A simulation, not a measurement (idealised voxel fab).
process module | voxel local oxidation
cross-section cut | 205 nm wide | cells 5 nm
A cross-section is a grid of square cells, given in bands from the top down. A band is one or more rows of cells.
Each band's line starts with the height of the band's top and of its bottom, in nm. Then come its materials from left to right, each with its width in nm. One material with "throughout" fills the band from edge to edge. "air" is empty space.
Height 0 is the level under which the wafer as received is all one material. The lowest band goes on downwards, as in "0 down".
A width such as "30 to 40" changes by the same amount from each row of cells to the next, from the band's top row to its bottom row.
"no change" after a step means that no cell of the cross-section changed.
closed voids: empty space of 8 cells or more with no open way to the top, each as width x height at its distance from the left edge, in nm
after a step's settings: what the simulator itself notes on the step
overlay nm, on a step with a mask: how far to the right of its planned place the mask lay; to the left if negative
plan
1 op RECEIVE | material Si
2 op OXIDIZE | depth nm 5
3 op CONFORMAL_DEP | material SiN | thk nm 10
4 op MASKED_ETCH | tone cover | mask id ACTIVE | width nm 105 | etch materials SiN | depth nm 10 | overlay nm 0
5 op SELECTIVE_ETCH | etch materials SiO2 | depth nm 5
6 op OXIDIZE | depth nm 10
7 op STRIP | etch materials SiN
varied across the wafers: depth nm of step 5. The plan shows the first wafer's value. All wafers start alike
first wafer as received, after step 1
  0 down: Si throughout
  closed voids: none
first wafer at the end, after step 7
  0 to -5: air 55 | SiO2 95 | air 55
  -5 to -15: SiO2 65 | Si 75 | SiO2 65
  -15 down: Si throughout
  closed voids: none
last wafer at the end
  0 to -5: air 70 | SiO2 65 | air 70
  -5 to -15: SiO2 80 | Si 45 | SiO2 80
  -15 down: Si throughout
  closed voids: none
each wafer at the end: cells of each material gained (+) or lost (-) since it was received, then its closed voids
depth nm 5 | -93 Si | +71 SiO2 | closed voids: none
depth nm 10 | -97 Si | +73 SiO2 | closed voids: none
depth nm 15 | -101 Si | +75 SiO2 | closed voids: none
depth nm 20 | -105 Si | +77 SiO2 | closed voids: none
